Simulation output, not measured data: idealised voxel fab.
process module | voxel capacitor over wiring
cross-section cut | 265 nm wide | cells 5 nm
A cross-section is a grid of square cells, given in bands from the top down. A band is one or more rows of cells.
Each band's line starts with the height of the band's top and of its bottom, in nm. Then come its materials from left to right, each with its width in nm. One material with "throughout" fills the band from edge to edge. "air" is empty space.
Height 0 is the level under which the wafer as received is all one material. The lowest band goes on downwards, as in "0 down".
A width such as "30 to 40" changes by the same amount from each row of cells to the next, from the band's top row to its bottom row.
"no change" after a step means that no cell of the cross-section changed.
closed voids: empty space of 8 cells or more with no open way to the top, each as width x height at its distance from the left edge, in nm
after a step's settings: what the simulator itself notes on the step
overlay nm, on a step with a mask: how far to the right of its planned place the mask lay; to the left if negative
plan
1 op RECEIVE | material Si
2 op CONFORMAL_DEP | material SiO2 | thk nm 10
3 op CONFORMAL_DEP | material SiN | thk nm 5
4 op DIRECTIONAL_DEP | material lowk | thk nm 15
5 op DIRECTIONAL_DEP | material aC | thk nm 10
6 op PATTERN | tone open | mask id METAL_1 | material resist | width nm 30 | pitch nm 100 | thk nm 25 | overlay nm 0
7 op DIRECTIONAL_ETCH | etch materials aC | depth nm 10
8 op STRIP | etch materials resist
9 op DIRECTIONAL_ETCH | etch materials lowk | depth nm 15
10 op DIRECTIONAL_ETCH | etch materials SiN | depth nm 5
11 op STRIP | etch materials aC
12 op CONFORMAL_DEP | material TiN | thk nm 5
13 op FILL_DEP | material Cu | thk nm 10
14 op CMP | height nm 30
15 op EPI | material Ru | thk nm 5
16 op FILL_DEP | material SiCN | thk nm 5
17 op DIRECTIONAL_DEP | material lowk | thk nm 20
18 op MASKED_ETCH | tone open | mask id PLUG_1 | width nm 15 | etch materials lowk | depth nm 20 | overlay nm 0
19 op MASKED_ETCH | tone open | mask id PLUG_1 | width nm 15 | etch materials SiCN | depth nm 5 | overlay nm 0
20 op EPI | material Ru | thk nm 10
21 op EPI | material Ru | thk nm 10
22 op EPI | material Ru | thk nm 5
23 op DIRECTIONAL_DEP | material TiN | thk nm 10
24 op DIRECTIONAL_DEP | material Al2O3 | thk nm 5
25 op DIRECTIONAL_DEP | material TiN | thk nm 5
26 op PATTERN | tone cover | mask id UPPER_PLATE | material resist | width nm 75 | thk nm 15 | overlay nm 0
27 op DIRECTIONAL_ETCH | etch materials TiN | depth nm 5
28 op DIRECTIONAL_ETCH | etch materials Al2O3 | depth nm 5
29 op STRIP | etch materials resist
30 op MASKED_ETCH | tone cover | mask id LOWER_PLATE | width nm 85 | etch materials TiN | depth nm 10 | overlay nm 0
31 op FILL_DEP | material SiO2 | thk nm 15
32 op CMP | height nm 90
33 op DIRECTIONAL_DEP | material aC | thk nm 15
34 op PATTERN | tone open | mask id PLUG_2 | material resist | width nm 15 | thk nm 35 | overlay nm 0
35 op DIRECTIONAL_ETCH | etch materials aC | depth nm 15
36 op STRIP | etch materials resist
37 op DIRECTIONAL_ETCH | etch materials SiO2 | depth nm 10
38 op STRIP | etch materials aC
39 op CONFORMAL_DEP | material TiN | thk nm 5
40 op FILL_DEP | material Ru | thk nm 10
41 op CMP | height nm 90
42 op CONFORMAL_DEP | material SiCN | thk nm 5
as received, after step 1
  0 down: Si throughout
  closed voids: none
first wafer at the end, as planned
  95 to 90: SiCN throughout
  90 to 85: SiO2 90 | TiN 5 | Ru 5 | TiN 5 | SiO2 160
  85 to 75: SiO2 90 to 80 | TiN 15 to 75 | SiO2 160 to 110
  75 to 70: SiO2 80 | Al2O3 75 | SiO2 110
  70 to 60: SiO2 75 | TiN 85 | SiO2 105
  60 to 40: lowk 80 | Ru 15 | lowk 170
  40 to 35: SiCN 80 | Ru 15 | SiCN 170
  35 to 30: SiCN 60 | Ru 40 | SiCN 60 | Ru 40 | SiCN 65
  30 to 15: lowk 65 | TiN 5 | Cu 20 | TiN 5 | lowk 70 | TiN 5 | Cu 20 | TiN 5 | lowk 70
  15 to 10: SiN 65 | TiN 30 | SiN 70 | TiN 30 | SiN 70
  10 to 0: SiO2 throughout
  0 down: Si throughout
  closed voids: none
second wafer at the end: like start, like plan, one mistake
  95 to 90: SiCN throughout
  90 to 85: SiO2 90 | TiN 5 | Ru 5 | TiN 5 | SiO2 160
  85 to 75: SiO2 90 to 80 | TiN 15 to 75 | SiO2 160 to 110
  75 to 70: SiO2 80 | Al2O3 75 | SiO2 110
  70 to 60: SiO2 75 | TiN 85 | SiO2 105
  60 to 40: lowk 80 | Ru 15 | lowk 170
  40 to 35: SiCN 80 | Ru 15 | SiCN 170
  35 to 30: SiCN 60 | Ru 40 | SiCN 60 | Ru 40 | SiCN 65
  30 to 25: SiN 65 | TiN 30 | SiN 70 | TiN 30 | SiN 70
  25 to 10: lowk throughout
  10 to 0: SiO2 throughout
  0 down: Si throughout
  closed voids: none
what went wrong: steps 3 and 4 were swapped
at the end the second wafer has, in cells: 24 fewer of Cu | 12 fewer of TiN | 36 more of lowk
